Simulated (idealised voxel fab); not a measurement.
You're looking at the process module voxel tone inversion.
Xsec cut, 270 nm wide, square cell size 5 nm.
A cross-section is a grid of square cells, given in bands from the top down. A band is one or more rows of cells. Band: top and bottom heights (nm) first, top before bottom; then materials from left to right, widths in nm. "all across" marks a sole material filling the band edge to edge. "air" denotes empty space. It should be noted that heights are counted from 0, beneath which the wafer as supplied is of one material throughout, and that the lowest band possesses no lower boundary but continues downward, as written in "from 0 down". Read "30 to 40" as a graded width: first number on top, second number at the bottom, same change between each pair of neighbouring rows. Step note "same as before" = no cross-section cell changed. Heads up: "Cavities, closed" only lists the empty pockets with no open path to the top that are 8 cells or more, and it writes them as width x height at distance, distance from the left edge, in nm. Whatever follows a step's settings on its line is a remark the simulator itself makes about that step. overlay nm: how far to the right of its planned place the mask lay on this masked step (negative: to the left). Each of the pairs that make up the rest of this document says: here is the cross-section before one process step, here is the cross-section after it, drawn only down to the lowest band that changed, and here, under the pair, is the step lying between them with its settings. Different pairs may come from different runs of this module on the same starting wafer, so a pair continues from the pair above it only where its entry headed "Before the process" says so.
Before the process
> from 0 down = Si all across
> Cavities, closed: none
Post-Process View
> from 10 to 0 = SiN all across
> Below 0, the layers are the same as they were.
> Cavities, closed: none
Formally, the process step situated between the two cross-sections above is CONFORMAL_DEP | material SiN | thk nm 10
Before the process: see preceding pair, after cross-section.
Post-Process View
> from 25 to 10 = polySi all across
> Below 10, the layers are the same as they were.
> Cavities, closed: none
Formally, the process step situated between the two cross-sections above is DIRECTIONAL_DEP | material polySi | thk nm 15
Before the process: see preceding pair, after cross-section.
Post-Process View
> from 50 to 25 = air 85  resist 20  air 20  resist 20  air 20  resist 20  air 85
> Below 25, the layers are the same as they were.
> Cavities, closed: none
Formally, the process step situated between the two cross-sections above is PATTERN | tone cover | mask id POSTS | material resist | width nm 20 | pitch nm 40 | thk nm 25 | overlay nm 0
Before the process: see preceding pair, after cross-section.
Post-Process View
> from 50 to 25 = air 85  resist 20  air 20  resist 20  air 20  resist 20  air 85
> from 25 to 10 = air 85  polySi 20  air 20  polySi 20  air 20  polySi 20  air 85
> Below 10, the layers are the same as they were.
> Cavities, closed: none
Formally, the process step situated between the two cross-sections above is DIRECTIONAL_ETCH | etch materials polySi | depth nm 15
Before the process: see preceding pair, after cross-section.
Post-Process View
> from 25 to 10 = air 85  polySi 20  air 20  polySi 20  air 20  polySi 20  air 85
> Below 10, the layers are the same as they were.
> Cavities, closed: none
Formally, the process step situated between the two cross-sections above is STRIP | etch materials resist
Before the process: see preceding pair, after cross-section.
Post-Process View
> from 30 to 25 = lowk all across
> from 25 to 10 = lowk 85  polySi 20  lowk 20  polySi 20  lowk 20  polySi 20  lowk 85
> Below 10, the layers are the same as they were.
> Cavities, closed: none
Formally, the process step situated between the two cross-sections above is FILL_DEP | material lowk | thk nm 5
Before the process: see preceding pair, after cross-section.
Post-Process View
> from 25 to 10 = lowk 85  polySi 20  lowk 20  polySi 20  lowk 20  polySi 20  lowk 85
> Below 10, the layers are the same as they were.
> Cavities, closed: none
Formally, the process step situated between the two cross-sections above is CMP | height nm 25
Before the process: see preceding pair, after cross-section.
Post-Process View
> from 25 to 10 = lowk 85  air 20  lowk 20  air 20  lowk 20  air 20  lowk 85
> Below 10, the layers are the same as they were.
> Cavities, closed: none
Formally, the process step situated between the two cross-sections above is STRIP | etch materials polySi
Before the process: see preceding pair, after cross-section.
Post-Process View
> from 30 to 25 = TiN 90  air 10  TiN 30  air 10  TiN 30  air 10  TiN 90
> from 25 to 15 = lowk 85  TiN 5  air 10  TiN 5  lowk 20  TiN 5  air 10  TiN 5  lowk 20  TiN 5  air 10  TiN 5  lowk 85
> from 15 to 10 = lowk 85  TiN 20  lowk 20  TiN 20  lowk 20  TiN 20  lowk 85
> Below 10, the layers are the same as they were.
> Cavities, closed: none
Formally, the process step situated between the two cross-sections above is CONFORMAL_DEP | material TiN | thk nm 5
Before the process: see preceding pair, after cross-section.
Post-Process View
> from 40 to 30 = Ru all across
> from 30 to 25 = TiN 90  Ru 10  TiN 30  Ru 10  TiN 30  Ru 10  TiN 90
> from 25 to 15 = lowk 85  TiN 5  Ru 10  TiN 5  lowk 20  TiN 5  Ru 10  TiN 5  lowk 20  TiN 5  Ru 10  TiN 5  lowk 85
> Below 15, the layers are the same as they were.
> Cavities, closed: none
Formally, the process step situated between the two cross-sections above is FILL_DEP | material Ru | thk nm 10
Before the process: see preceding pair, after cross-section.
Post-Process View
> from 25 to 15 = lowk 85  TiN 5  Ru 10  TiN 5  lowk 20  TiN 5  Ru 10  TiN 5  lowk 20  TiN 5  Ru 10  TiN 5  lowk 85
> Below 15, the layers are the same as they were.
> Cavities, closed: none
Formally, the process step situated between the two cross-sections above is CMP | height nm 25
Before the process: see preceding pair, after cross-section.
Post-Process View
> from 30 to 25 = SiCN all across
> Below 25, the layers are the same as they were.
> Cavities, closed: none
Formally, the process step situated between the two cross-sections above is CONFORMAL_DEP | material SiCN | thk nm 5
Before the process
> from 40 to 30 = Ru all across
> from 30 to 25 = TiN 90  Ru 10  TiN 30  Ru 10  TiN 30  Ru 10  TiN 90
> from 25 to 15 = lowk 85  TiN 5  Ru 10  TiN 5  lowk 20  TiN 5  Ru 10  TiN 5  lowk 20  TiN 5  Ru 10  TiN 5  lowk 85
> from 15 to 10 = lowk 85  TiN 20  lowk 20  TiN 20  lowk 20  TiN 20  lowk 85
> from 10 to 0 = SiN all across
> from 0 down = Si all across
> Cavities, closed: none
Post-Process View
> from 45 to 40 = SiCN all across
> Below 40, the layers are the same as they were.
> Cavities, closed: none
Formally, the process step situated between the two cross-sections above is CONFORMAL_DEP | material SiCN | thk nm 5
Before the process
> from 0 down = Si all across
> Cavities, closed: none
Post-Process View
> from 15 to 0 = polySi all across
> Below 0, the layers are the same as they were.
> Cavities, closed: none
Formally, the process step situated between the two cross-sections above is DIRECTIONAL_DEP | material polySi | thk nm 15
Before the process: see preceding pair, after cross-section.
Post-Process View
> from 25 to 15 = SiN all across
> Below 15, the layers are the same as they were.
> Cavities, closed: none
Formally, the process step situated between the two cross-sections above is CONFORMAL_DEP | material SiN | thk nm 10
Before the process: see preceding pair, after cross-section.
Post-Process View
> from 50 to 25 = air 85  resist 20  air 20  resist 20  air 20  resist 20  air 85
> Below 25, the layers are the same as they were.
> Cavities, closed: none
Formally, the process step situated between the two cross-sections above is PATTERN | tone cover | mask id POSTS | material resist | width nm 20 | pitch nm 40 | thk nm 25 | overlay nm 0
Before the process: see preceding pair, after cross-section.
Post-Process View
> from 25 to 15 = SiN all across
> Below 15, the layers are the same as they were.
> Cavities, closed: none
Formally, the process step situated between the two cross-sections above is STRIP | etch materials resist
Before the process: see preceding pair, after cross-section.
Post-Process View
> from 30 to 25 = lowk all across
> Below 25, the layers are the same as they were.
> Cavities, closed: none
Formally, the process step situated between the two cross-sections above is FILL_DEP | material lowk | thk nm 5
Before the process: see preceding pair, after cross-section.
Post-Process View
> from 25 to 15 = SiN all across
> Below 15, the layers are the same as they were.
> Cavities, closed: none
Formally, the process step situated between the two cross-sections above is CMP | height nm 25
Before the process: see preceding pair, after cross-section.
Post-Process View
> from 30 to 25 = TiN all across
> Below 25, the layers are the same as they were.
> Cavities, closed: none
Formally, the process step situated between the two cross-sections above is CONFORMAL_DEP | material TiN | thk nm 5
Before the process: see preceding pair, after cross-section.
Post-Process View
> from 40 to 30 = Ru all across
> Below 30, the layers are the same as they were.
> Cavities, closed: none
Formally, the process step situated between the two cross-sections above is FILL_DEP | material Ru | thk nm 10
Before the process: see preceding pair, after cross-section.
Post-Process View
> from 25 to 15 = SiN all across
> Below 15, the layers are the same as they were.
> Cavities, closed: none
Formally, the process step situated between the two cross-sections above is CMP | height nm 25
Before the process: see preceding pair, after cross-section.
Post-Process View
> from 30 to 25 = SiCN all across
> Below 25, the layers are the same as they were.
> Cavities, closed: none
Formally, the process step situated between the two cross-sections above is CONFORMAL_DEP | material SiCN | thk nm 5
Before the process
> from 40 to 30 = Ru all across
> from 30 to 25 = TiN 90  Ru 10  TiN 30  Ru 10  TiN 30  Ru 10  TiN 90
> from 25 to 15 = lowk 85  TiN 5  Ru 10  TiN 5  lowk 20  TiN 5  Ru 10  TiN 5  lowk 20  TiN 5  Ru 10  TiN 5  lowk 85
> from 15 to 10 = lowk 85  TiN 20  lowk 20  TiN 20  lowk 20  TiN 20  lowk 85
> from 10 to 0 = SiN all across
> from 0 down = Si all across
> Cavities, closed: none
Post-Process View
> from 15 to 10 = lowk 85  TiN 20  lowk 20  TiN 20  lowk 20  TiN 20  lowk 85
> Below 10, the layers are the same as they were.
> Cavities, closed: none
Formally, the process step situated between the two cross-sections above is CMP | height nm 15
Before the process: see preceding pair, after cross-section.
Post-Process View
> from 20 to 15 = SiCN all across
> Below 15, the layers are the same as they were.
> Cavities, closed: none
Formally, the process step situated between the two cross-sections above is CONFORMAL_DEP | material SiCN | thk nm 5
Before the process
> from 25 to 10 = polySi all across
> from 10 to 0 = SiN all across
> from 0 down = Si all across
> Cavities, closed: none
Post-Process View
> from 50 to 25 = air 90  resist 15  air 25  resist 15  air 25  resist 15  air 85
> Below 25, the layers are the same as they were.
> Cavities, closed: none
Formally, the process step situated between the two cross-sections above is PATTERN | tone cover | mask id POSTS | material resist | width nm 15 | pitch nm 40 | thk nm 25 | overlay nm 0
Before the process: see preceding pair, after cross-section.
Post-Process View
> from 50 to 25 = air 90  resist 15  air 25  resist 15  air 25  resist 15  air 85
> from 25 to 10 = air 90  polySi 15  air 25  polySi 15  air 25  polySi 15  air 85
> Below 10, the layers are the same as they were.
> Cavities, closed: none
Formally, the process step situated between the two cross-sections above is DIRECTIONAL_ETCH | etch materials polySi | depth nm 15
Before the process: see preceding pair, after cross-section.
Post-Process View
> from 25 to 10 = air 90  polySi 15  air 25  polySi 15  air 25  polySi 15  air 85
> Below 10, the layers are the same as they were.
> Cavities, closed: none
Formally, the process step situated between the two cross-sections above is STRIP | etch materials resist
Before the process: see preceding pair, after cross-section.
Post-Process View
> from 30 to 25 = lowk all across
> from 25 to 10 = lowk 90  polySi 15  lowk 25  polySi 15  lowk 25  polySi 15  lowk 85
> Below 10, the layers are the same as they were.
> Cavities, closed: none
Formally, the process step situated between the two cross-sections above is FILL_DEP | material lowk | thk nm 5
Before the process: see preceding pair, after cross-section.
Post-Process View
> from 25 to 10 = lowk 90  polySi 15  lowk 25  polySi 15  lowk 25  polySi 15  lowk 85
> Below 10, the layers are the same as they were.
> Cavities, closed: none
Formally, the process step situated between the two cross-sections above is CMP | height nm 25
Before the process: see preceding pair, after cross-section.
Post-Process View
> from 25 to 10 = lowk 90  air 15  lowk 25  air 15  lowk 25  air 15  lowk 85
> Below 10, the layers are the same as they were.
> Cavities, closed: none
Formally, the process step situated between the two cross-sections above is STRIP | etch materials polySi
Before the process: see preceding pair, after cross-section.
Post-Process View
> from 30 to 25 = TiN 95  air 5  TiN 35  air 5  TiN 35  air 5  TiN 90
> from 25 to 15 = lowk 90  TiN 5  air 5  TiN 5  lowk 25  TiN 5  air 5  TiN 5  lowk 25  TiN 5  air 5  TiN 5  lowk 85
> from 15 to 10 = lowk 90  TiN 15  lowk 25  TiN 15  lowk 25  TiN 15  lowk 85
> Below 10, the layers are the same as they were.
> Cavities, closed: none
Formally, the process step situated between the two cross-sections above is CONFORMAL_DEP | material TiN | thk nm 5
Before the process: see preceding pair, after cross-section.
Post-Process View
> from 40 to 30 = Ru all across
> from 30 to 25 = TiN 95  Ru 5  TiN 35  Ru 5  TiN 35  Ru 5  TiN 90
> from 25 to 15 = lowk 90  TiN 5  Ru 5  TiN 5  lowk 25  TiN 5  Ru 5  TiN 5  lowk 25  TiN 5  Ru 5  TiN 5  lowk 85
> Below 15, the layers are the same as they were.
> Cavities, closed: none
Formally, the process step situated between the two cross-sections above is FILL_DEP | material Ru | thk nm 10
Before the process: see preceding pair, after cross-section.
Post-Process View
> from 25 to 15 = lowk 90  TiN 5  Ru 5  TiN 5  lowk 25  TiN 5  Ru 5  TiN 5  lowk 25  TiN 5  Ru 5  TiN 5  lowk 85
> Below 15, the layers are the same as they were.
> Cavities, closed: none
Formally, the process step situated between the two cross-sections above is CMP | height nm 25
Before the process: see preceding pair, after cross-section.
Post-Process View
> from 30 to 25 = SiCN all across
> Below 25, the layers are the same as they were.
> Cavities, closed: none
Formally, the process step situated between the two cross-sections above is CONFORMAL_DEP | material SiCN | thk nm 5
Before the process
> from 25 to 10 = polySi all across
> from 10 to 0 = SiN all across
> from 0 down = Si all across
> Cavities, closed: none
Post-Process View
> from 50 to 25 = air 95  resist 20  air 20  resist 20  air 20  resist 20  air 75
> Below 25, the layers are the same as they were.
> Cavities, closed: none
Formally, the process step situated between the two cross-sections above is PATTERN | tone cover | mask id POSTS | material resist | width nm 20 | pitch nm 40 | thk nm 25 | overlay nm 10
Before the process: see preceding pair, after cross-section.
Post-Process View
> from 50 to 25 = air 95  resist 20  air 20  resist 20  air 20  resist 20  air 75
> from 25 to 10 = air 95  polySi 20  air 20  polySi 20  air 20  polySi 20  air 75
> Below 10, the layers are the same as they were.
> Cavities, closed: none
Formally, the process step situated between the two cross-sections above is DIRECTIONAL_ETCH | etch materials polySi | depth nm 15
Before the process: see preceding pair, after cross-section.
Post-Process View
> from 25 to 10 = air 95  polySi 20  air 20  polySi 20  air 20  polySi 20  air 75
> Below 10, the layers are the same as they were.
> Cavities, closed: none
Formally, the process step situated between the two cross-sections above is STRIP | etch materials resist
Before the process: see preceding pair, after cross-section.
Post-Process View
> from 30 to 25 = lowk all across
> from 25 to 10 = lowk 95  polySi 20  lowk 20  polySi 20  lowk 20  polySi 20  lowk 75
> Below 10, the layers are the same as they were.
> Cavities, closed: none
Formally, the process step situated between the two cross-sections above is FILL_DEP | material lowk | thk nm 5
Before the process: see preceding pair, after cross-section.
Post-Process View
> from 25 to 10 = lowk 95  polySi 20  lowk 20  polySi 20  lowk 20  polySi 20  lowk 75
> Below 10, the layers are the same as they were.
> Cavities, closed: none
Formally, the process step situated between the two cross-sections above is CMP | height nm 25
Before the process: see preceding pair, after cross-section.
Post-Process View
> from 25 to 10 = lowk 95  air 20  lowk 20  air 20  lowk 20  air 20  lowk 75
> Below 10, the layers are the same as they were.
> Cavities, closed: none
Formally, the process step situated between the two cross-sections above is STRIP | etch materials polySi
Before the process: see preceding pair, after cross-section.
Post-Process View
> from 30 to 25 = TiN 100  air 10  TiN 30  air 10  TiN 30  air 10  TiN 80
> from 25 to 15 = lowk 95  TiN 5  air 10  TiN 5  lowk 20  TiN 5  air 10  TiN 5  lowk 20  TiN 5  air 10  TiN 5  lowk 75
> from 15 to 10 = lowk 95  TiN 20  lowk 20  TiN 20  lowk 20  TiN 20  lowk 75
> Below 10, the layers are the same as they were.
> Cavities, closed: none
Formally, the process step situated between the two cross-sections above is CONFORMAL_DEP | material TiN | thk nm 5
Before the process: see preceding pair, after cross-section.
Post-Process View
> from 40 to 30 = Ru all across
> from 30 to 25 = TiN 100  Ru 10  TiN 30  Ru 10  TiN 30  Ru 10  TiN 80
> from 25 to 15 = lowk 95  TiN 5  Ru 10  TiN 5  lowk 20  TiN 5  Ru 10  TiN 5  lowk 20  TiN 5  Ru 10  TiN 5  lowk 75
> Below 15, the layers are the same as they were.
> Cavities, closed: none
Formally, the process step situated between the two cross-sections above is FILL_DEP | material Ru | thk nm 10
Before the process: see preceding pair, after cross-section.
Post-Process View
> from 25 to 15 = lowk 95  TiN 5  Ru 10  TiN 5  lowk 20  TiN 5  Ru 10  TiN 5  lowk 20  TiN 5  Ru 10  TiN 5  lowk 75
> Below 15, the layers are the same as they were.
> Cavities, closed: none
Formally, the process step situated between the two cross-sections above is CMP | height nm 25
Before the process: see preceding pair, after cross-section.
Post-Process View
> from 30 to 25 = SiCN all across
> Below 25, the layers are the same as they were.
> Cavities, closed: none
Formally, the process step situated between the two cross-sections above is CONFORMAL_DEP | material SiCN | thk nm 5
Before the process
> from 0 down = Si all across
> Cavities, closed: none
Post-Process View
> from 10 to 0 = Ru all across
> Below 0, the layers are the same as they were.
> Cavities, closed: none
Formally, the process step situated between the two cross-sections above is CONFORMAL_DEP | material Ru | thk nm 10
Before the process: see preceding pair, after cross-section.
Post-Process View
> from 25 to 10 = polySi all across
> Below 10, the layers are the same as they were.
> Cavities, closed: none
Formally, the process step situated between the two cross-sections above is DIRECTIONAL_DEP | material polySi | thk nm 15
Before the process: see preceding pair, after cross-section.
Post-Process View
> from 50 to 25 = air 85  resist 20  air 20  resist 20  air 20  resist 20  air 85
> Below 25, the layers are the same as they were.
> Cavities, closed: none
Formally, the process step situated between the two cross-sections above is PATTERN | tone cover | mask id POSTS | material resist | width nm 20 | pitch nm 40 | thk nm 25 | overlay nm 0
Before the process: see preceding pair, after cross-section.
Post-Process View
> from 50 to 25 = air 85  resist 20  air 20  resist 20  air 20  resist 20  air 85
> from 25 to 10 = air 85  polySi 20  air 20  polySi 20  air 20  polySi 20  air 85
> Below 10, the layers are the same as they were.
> Cavities, closed: none
Formally, the process step situated between the two cross-sections above is DIRECTIONAL_ETCH | etch materials polySi | depth nm 15
Before the process: see preceding pair, after cross-section.
Post-Process View
> from 25 to 10 = air 85  polySi 20  air 20  polySi 20  air 20  polySi 20  air 85
> Below 10, the layers are the same as they were.
> Cavities, closed: none
Formally, the process step situated between the two cross-sections above is STRIP | etch materials resist
Before the process: see preceding pair, after cross-section.
Post-Process View
> from 30 to 25 = lowk all across
> from 25 to 10 = lowk 85  polySi 20  lowk 20  polySi 20  lowk 20  polySi 20  lowk 85
> Below 10, the layers are the same as they were.
> Cavities, closed: none
Formally, the process step situated between the two cross-sections above is FILL_DEP | material lowk | thk nm 5
Before the process: see preceding pair, after cross-section.
Post-Process View
> from 25 to 10 = lowk 85  polySi 20  lowk 20  polySi 20  lowk 20  polySi 20  lowk 85
> Below 10, the layers are the same as they were.
> Cavities, closed: none
Formally, the process step situated between the two cross-sections above is CMP | height nm 25
Before the process: see preceding pair, after cross-section.
Post-Process View
> from 25 to 10 = lowk 85  air 20  lowk 20  air 20  lowk 20  air 20  lowk 85
> Below 10, the layers are the same as they were.
> Cavities, closed: none
Formally, the process step situated between the two cross-sections above is STRIP | etch materials polySi
Before the process: see preceding pair, after cross-section.
Post-Process View
> from 30 to 25 = TiN 90  air 10  TiN 30  air 10  TiN 30  air 10  TiN 90
> from 25 to 15 = lowk 85  TiN 5  air 10  TiN 5  lowk 20  TiN 5  air 10  TiN 5  lowk 20  TiN 5  air 10  TiN 5  lowk 85
> from 15 to 10 = lowk 85  TiN 20  lowk 20  TiN 20  lowk 20  TiN 20  lowk 85
> Below 10, the layers are the same as they were.
> Cavities, closed: none
Formally, the process step situated between the two cross-sections above is CONFORMAL_DEP | material TiN | thk nm 5
Before the process: see preceding pair, after cross-section.
Post-Process View
> from 40 to 30 = Ru all across
> from 30 to 25 = TiN 90  Ru 10  TiN 30  Ru 10  TiN 30  Ru 10  TiN 90
> from 25 to 15 = lowk 85  TiN 5  Ru 10  TiN 5  lowk 20  TiN 5  Ru 10  TiN 5  lowk 20  TiN 5  Ru 10  TiN 5  lowk 85
> Below 15, the layers are the same as they were.
> Cavities, closed: none
Formally, the process step situated between the two cross-sections above is FILL_DEP | material Ru | thk nm 10
Before the process: see preceding pair, after cross-section.
Post-Process View
> from 25 to 15 = lowk 85  TiN 5  Ru 10  TiN 5  lowk 20  TiN 5  Ru 10  TiN 5  lowk 20  TiN 5  Ru 10  TiN 5  lowk 85
> Below 15, the layers are the same as they were.
> Cavities, closed: none
Formally, the process step situated between the two cross-sections above is CMP | height nm 25
Before the process: see preceding pair, after cross-section.
Post-Process View
> from 30 to 25 = SiCN all across
> Below 25, the layers are the same as they were.
> Cavities, closed: none
Formally, the process step situated between the two cross-sections above is CONFORMAL_DEP | material SiCN | thk nm 5
Before the process
> from 25 to 10 = polySi all across
> from 10 to 0 = SiN all across
> from 0 down = Si all across
> Cavities, closed: none
Post-Process View
> from 50 to 25 = resist 85  air 20  resist 20  air 20  resist 20  air 20  resist 85
> Below 25, the layers are the same as they were.
> Cavities, closed: none
Formally, the process step situated between the two cross-sections above is PATTERN | tone open | mask id POSTS | material resist | width nm 20 | pitch nm 40 | thk nm 25 | overlay nm 0
Before the process: see preceding pair, after cross-section.
Post-Process View
> from 50 to 25 = resist 85  air 20  resist 20  air 20  resist 20  air 20  resist 85
> from 25 to 10 = polySi 85  air 20  polySi 20  air 20  polySi 20  air 20  polySi 85
> Below 10, the layers are the same as they were.
> Cavities, closed: none
Formally, the process step situated between the two cross-sections above is DIRECTIONAL_ETCH | etch materials polySi | depth nm 15
Before the process: see preceding pair, after cross-section.
Post-Process View
> from 25 to 10 = polySi 85  air 20  polySi 20  air 20  polySi 20  air 20  polySi 85
> Below 10, the layers are the same as they were.
> Cavities, closed: none
Formally, the process step situated between the two cross-sections above is STRIP | etch materials resist
Before the process: see preceding pair, after cross-section.
Post-Process View
> from 30 to 25 = lowk all across
> from 25 to 10 = polySi 85  lowk 20  polySi 20  lowk 20  polySi 20  lowk 20  polySi 85
> Below 10, the layers are the same as they were.
> Cavities, closed: none
Formally, the process step situated between the two cross-sections above is FILL_DEP | material lowk | thk nm 5
Before the process: see preceding pair, after cross-section.
Post-Process View
> from 25 to 10 = polySi 85  lowk 20  polySi 20  lowk 20  polySi 20  lowk 20  polySi 85
> Below 10, the layers are the same as they were.
> Cavities, closed: none
Formally, the process step situated between the two cross-sections above is CMP | height nm 25
Before the process: see preceding pair, after cross-section.
Post-Process View
> from 25 to 10 = air 85  lowk 20  air 20  lowk 20  air 20  lowk 20  air 85
> Below 10, the layers are the same as they were.
> Cavities, closed: none
Formally, the process step situated between the two cross-sections above is STRIP | etch materials polySi
Before the process: see preceding pair, after cross-section.
Post-Process View
> from 30 to 25 = air 80  TiN 30  air 10  TiN 30  air 10  TiN 30  air 80
> from 25 to 15 = air 80  TiN 5  lowk 20  TiN 5  air 10  TiN 5  lowk 20  TiN 5  air 10  TiN 5  lowk 20  TiN 5  air 80
> from 15 to 10 = TiN 85  lowk 20  TiN 20  lowk 20  TiN 20  lowk 20  TiN 85
> Below 10, the layers are the same as they were.
> Cavities, closed: none
Formally, the process step situated between the two cross-sections above is CONFORMAL_DEP | material TiN | thk nm 5
Before the process: see preceding pair, after cross-section.
Post-Process View
> from 40 to 30 = Ru all across
> from 30 to 25 = Ru 80  TiN 30  Ru 10  TiN 30  Ru 10  TiN 30  Ru 80
> from 25 to 15 = Ru 80  TiN 5  lowk 20  TiN 5  Ru 10  TiN 5  lowk 20  TiN 5  Ru 10  TiN 5  lowk 20  TiN 5  Ru 80
> Below 15, the layers are the same as they were.
> Cavities, closed: none
Formally, the process step situated between the two cross-sections above is FILL_DEP | material Ru | thk nm 10
Before the process: see preceding pair, after cross-section.
Post-Process View
> from 25 to 15 = Ru 80  TiN 5  lowk 20  TiN 5  Ru 10  TiN 5  lowk 20  TiN 5  Ru 10  TiN 5  lowk 20  TiN 5  Ru 80
> Below 15, the layers are the same as they were.
> Cavities, closed: none
Formally, the process step situated between the two cross-sections above is CMP | height nm 25
Before the process: see preceding pair, after cross-section.
Post-Process View
> from 30 to 25 = SiCN all across
> Below 25, the layers are the same as they were.
> Cavities, closed: none
Formally, the process step situated between the two cross-sections above is CONFORMAL_DEP | material SiCN | thk nm 5
